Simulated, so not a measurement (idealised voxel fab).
The document below concerns the process module designated voxel self aligned vias.
For reference, the cross-section in this document is cut, with width 290 nm and square cells of 5 nm.
Cross-section layout: square cells on a grid; listed as bands, top to bottom; a band spans one or more cell rows.
Band: top height; bottom height; in nm. Then, left to right: material with width in nm, for each material. "all across": a single material spanning edge to edge. "empty": empty space.
The level at which height equals 0 is the one under which the wafer, as it arrives, is entirely one material. No lower edge exists for the bottom band, which continues downward and is notated as in "0..down".
Quick explanation for "30..40": the width changes in equal steps down the rows of cells, from the first number in the band's top row to the second number in its bottom row.
Where a step carries "no alteration", the cross-section came out of it unchanged, cell for cell.
"Completely enclosed voids" contains a list of empty spaces, each no smaller than 8 cells and without an open way to the top, written in the form width x height at distance with the distance from the left edge and all three in nm.
Where a step's line continues beyond its settings, the continuation is a remark by the simulator itself on that step.
"overlay nm" on a masked step: distance the mask lay right of its planned place, negative for left.
## This section lists the process steps that were planned
step 1: RECEIVE (material Si)
step 2: CONFORMAL_DEP (material SiO2; thk nm 10)
step 3: CONFORMAL_DEP (material SiCN; thk nm 5)
step 4: DIRECTIONAL_DEP (material lowk; thk nm 20)
step 5: MASKED_ETCH (tone open; mask id LINES; width nm 25; pitch nm 65; etch materials lowk; depth nm 20; overlay nm 0)
step 6: CONFORMAL_DEP (material TiN; thk nm 5)
step 7: FILL_DEP (material Ru; thk nm 10)
step 8: CMP (height nm 35)
step 9: SELECTIVE_ETCH (etch materials W Ru TiN; depth nm 5)
step 10: FILL_DEP (material SiN; thk nm 10)
step 11: CMP (height nm 35)
step 12: DIRECTIONAL_DEP (material lowk; thk nm 15)
step 13: DIRECTIONAL_DEP (material aC; thk nm 10)
step 14: PATTERN (tone open; mask id VIAS; material resist; width nm 45; pitch nm 65; thk nm 25; overlay nm 0)
step 15: DIRECTIONAL_ETCH (etch materials aC; depth nm 10)
step 16: STRIP (etch materials resist)
step 17: DIRECTIONAL_ETCH (etch materials lowk; depth nm 15)
step 18: DIRECTIONAL_ETCH (etch materials SiN; depth nm 5)
step 19: STRIP (etch materials aC)
step 20: CONFORMAL_DEP (material TiN; thk nm 5)
step 21: FILL_DEP (material Ru; thk nm 5)
step 22: CMP (height nm 50)
step 23: CONFORMAL_DEP (material SiCN; thk nm 5)
## Wafer as received: cross-section following step 1
0..down  Si all across
Completely enclosed voids: none
## Run as planned - first of the two wafers cross-sectioned at the end of the module
55..50  SiCN all across
50..40  lowk=90  TiN=5  Ru=35  TiN=5  lowk=20  TiN=5  Ru=35  TiN=5  lowk=90
40..35  lowk=90  TiN=15  Ru=15  TiN=15  lowk=20  TiN=15  Ru=15  TiN=15  lowk=90
35..30  lowk=100  TiN=25  lowk=40  TiN=25  lowk=100
30..20  lowk=100  TiN=5  Ru=15  TiN=5  lowk=40  TiN=5  Ru=15  TiN=5  lowk=100
20..15  lowk=100  TiN=25  lowk=40  TiN=25  lowk=100
15..10  SiCN all across
10..0  SiO2 all across
0..down  Si all across
Completely enclosed voids: none
## Now the second wafer, cross-sectioned at the end of the module. Nothing different at the start, nothing different in the plan compared with the first, just one mistake when it was actually run
55..50  SiCN all across
50..35  lowk=90  TiN=5  Ru=35  TiN=5  lowk=20  TiN=5  Ru=35  TiN=5  lowk=90
35..30  lowk=90  TiN=45  lowk=20  TiN=45  lowk=90
30..20  lowk=100  TiN=5  Ru=15  TiN=5  lowk=40  TiN=5  Ru=15  TiN=5  lowk=100
20..15  lowk=100  TiN=25  lowk=40  TiN=25  lowk=100
15..10  SiCN all across
10..0  SiO2 all across
0..down  Si all across
Completely enclosed voids: none
It is concluded that the wafer was processed incorrectly with respect to the plan, in that off-plan run, step 17, actual operation and settings DIRECTIONAL_ETCH (etch materials lowk; depth nm 20)
In the final state, the cell counts of the second wafer exceed or fall short of those of the first for the following materials: Ru: 8 more | lowk: 8 fewer
